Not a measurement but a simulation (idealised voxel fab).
This is a process module. Its name is voxel self aligned vias.
Cross-section cut spans 280 nm and uses square cells 5 nm in size.
Just so we're on the same page, the cross-sections are grids of square cells, and they're listed out in bands top to bottom, each band one or more rows deep.
Heights first: top, then bottom, in nm. Then materials, left to right, each with a width in nm. "edge to edge" on a single material: fills the band edge to edge. "empty": empty space.
It should be noted that heights are counted from 0, beneath which the wafer as supplied is of one material throughout, and that the lowest band possesses no lower boundary but continues downward, as written in "0 and below".
Width spec "30..40" -> top row of cells at first value, bottom row at second value, equal per-row change in between.
"remained unchanged" -> step changed no cross-section cell.
Closed empty spaces (no open way to the top) of 8 cells or more are what "Closed void catalog" lists, each as width x height at distance from the left edge, nm for all three.
Anything after a step's settings on that line? It's the simulator's own note about the step.
The "overlay nm" setting may appear on a step's line; for a step that uses a mask, it gives how far to the right of its planned position the mask lay, and a negative value indicates the left.
# This section lists the process steps that were planned
1. op RECEIVE | material Si
2. op CONFORMAL_DEP | material SiO2 | thk nm 10
3. op CONFORMAL_DEP | material SiCN | thk nm 5
4. op DIRECTIONAL_DEP | material SiO2 | thk nm 30
5. op MASKED_ETCH | tone open | mask id LINES | width nm 30 | pitch nm 70 | etch materials SiO2 | depth nm 30 | overlay nm 0
6. op CONFORMAL_DEP | material TiN | thk nm 5
7. op FILL_DEP | material Ru | thk nm 10
8. op CMP | height nm 45
9. op SELECTIVE_ETCH | etch materials W Ru TiN | depth nm 5
10. op FILL_DEP | material SiN | thk nm 5
11. op CMP | height nm 45
12. op DIRECTIONAL_DEP | material SiO2 | thk nm 20
13. op MASKED_ETCH | tone open | mask id VIAS | width nm 50 | etch materials SiO2 | depth nm 20 | overlay nm 0
14. op MASKED_ETCH | tone open | mask id VIAS | width nm 50 | etch materials SiN | depth nm 5 | overlay nm 0
15. op CONFORMAL_DEP | material TiN | thk nm 5
16. op FILL_DEP | material W | thk nm 10
17. op CMP | height nm 65
18. op CONFORMAL_DEP | material SiCN | thk nm 5
# The cross-section here shows the wafer as received, i.e. in its state after step 1
* 0 and below  Si edge to edge
* Closed void catalog: none
# The first of two wafers, cross-sectioned at the end of the module, with the run proceeding as planned
* 70 down to 65  SiCN edge to edge
* 65 down to 50  SiO2 80 nm | TiN 5 nm | W 40 nm | TiN 5 nm | SiO2 150 nm
* 50 down to 45  SiO2 80 nm | TiN 15 nm | W 20 nm | TiN 15 nm | SiO2 150 nm
* 45 down to 40  SiO2 90 nm | TiN 30 nm | SiO2 40 nm | SiN 30 nm | SiO2 90 nm
* 40 down to 20  SiO2 90 nm | TiN 5 nm | Ru 20 nm | TiN 5 nm | SiO2 40 nm | TiN 5 nm | Ru 20 nm | TiN 5 nm | SiO2 90 nm
* 20 down to 15  SiO2 90 nm | TiN 30 nm | SiO2 40 nm | TiN 30 nm | SiO2 90 nm
* 15 down to 10  SiCN edge to edge
* 10 down to 0  SiO2 edge to edge
* 0 and below  Si edge to edge
* Closed void catalog: none
# Module end: cross-section of wafer two of two. Same start and process plan as the first wafer. One mistake during execution
* 70 down to 65  SiCN edge to edge
* 65 down to 45  SiO2 80 nm | TiN 5 nm | W 40 nm | TiN 5 nm | SiO2 150 nm
* 45 down to 40  SiO2 80 nm | TiN 50 nm | SiO2 30 nm | SiN 30 nm | SiO2 90 nm
* 40 down to 25  SiO2 80 nm | TiN 15 nm | Ru 20 nm | TiN 15 nm | SiO2 30 nm | TiN 5 nm | Ru 20 nm | TiN 5 nm | SiO2 90 nm
* 25 down to 20  SiO2 90 nm | TiN 5 nm | Ru 20 nm | TiN 5 nm | SiO2 40 nm | TiN 5 nm | Ru 20 nm | TiN 5 nm | SiO2 90 nm
* 20 down to 15  SiO2 90 nm | TiN 30 nm | SiO2 40 nm | TiN 30 nm | SiO2 90 nm
* 15 down to 10  SiCN edge to edge
* 10 down to 0  SiO2 edge to edge
* 0 and below  Si edge to edge
* Closed void catalog: none
So what did we get wrong on this run? step 13 in the plan was executed twice
at the end the second wafer has, in cells: 16 fewer of SiO2, 12 more of TiN, 4 more of W
